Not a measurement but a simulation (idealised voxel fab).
This section sets out a process module, namely voxel air gaps.
In the cross-section labelled cut, the width is 175 nm and each square cell is 5 nm.
Cross-section, as written here: a square-cell grid given band by band from the top down, where a band holds one or more rows of cells.
Basically the band line says how high the top is and how high the bottom is, in nm, and then what's in it from left to right, every material with its width in nm. Empty space shows up as "air", and if a single material carries "everywhere" it runs the full band edge to edge.
Height is counted from the level 0, under which the received wafer is composed throughout of one material. The lowest of the bands is not closed at the bottom but continues downward, in the notation "top 0, no bottom".
When a width is written as two numbers, as in "30..40", the first number is the width in the top row of cells of the band and the second is the width in its bottom row, and the width changes by the same amount from each row to the next.
When a step is marked "nothing different", none of the cells in the cross-section changed during that step.
"Fully enclosed voids" contains a list of empty spaces, each no smaller than 8 cells and without an open way to the top, written in the form width x height at distance with the distance from the left edge and all three in nm.
Heads up: the bit after the settings on a step's line is the simulator's remark on that step.
The setting "overlay nm" may be written on the line of a step. When the step uses a mask, the value reports how far to the right of the planned place the mask lay, and a negative value reports that it lay to the left.
Planned step list for the process
1) RECEIVE,material Si
2) CONFORMAL_DEP,material SiO2,thk nm 15
3) CONFORMAL_DEP,material SiN,thk nm 5
4) DIRECTIONAL_DEP,material SiO2,thk nm 40
5) MASKED_ETCH,tone open,mask id LINES,width nm 25,pitch nm 50,etch materials SiO2,depth nm 40,overlay nm 0
6) CONFORMAL_DEP,material TiN,thk nm 5
7) FILL_DEP,material Cu,thk nm 10
8) CMP,height nm 60
9) EPI,material Ru,thk nm 10
10) SELECTIVE_ETCH,etch materials SiO2,depth nm 50
11) CONFORMAL_DEP,material SiCN,thk nm 5
Incoming wafer in cross-section (state: after step 1)
    top 0, no bottom: Si everywhere
    Fully enclosed voids: none
End state of the module in cross-section, given the above starting point and plan and one mistake in execution
    top 70, bottom 65: 10 air; 155 SiCN; 10 air
    top 65, bottom 55: 10 air; 5 SiCN; 45 Ru; 5 SiCN; 45 Ru; 5 SiCN; 45 Ru; 5 SiCN; 10 air
    top 55, bottom 50: 10 air; 15 SiCN; 5 TiN; 15 Cu; 5 TiN; 25 SiCN; 5 TiN; 15 Cu; 5 TiN; 25 SiCN; 5 TiN; 15 Cu; 5 TiN; 15 SiCN; 10 air
    top 50, bottom 25: 20 air; 5 SiCN; 5 TiN; 15 Cu; 5 TiN; 5 SiCN; 15 air; 5 SiCN; 5 TiN; 15 Cu; 5 TiN; 5 SiCN; 15 air; 5 SiCN; 5 TiN; 15 Cu; 5 TiN; 5 SiCN; 20 air
    top 25, bottom 20: 25 SiCN; 25 TiN; 25 SiCN; 25 TiN; 25 SiCN; 25 TiN; 25 SiCN
    top 20, bottom 15: SiN everywhere
    top 15, bottom 0: SiO2 everywhere
    top 0, no bottom: Si everywhere
    Fully enclosed voids: 15 x 25 at 55; 15 x 25 at 105
What went wrong in running the wafer? step 8 did not use the planned setting and instead ran as CMP,height nm 55
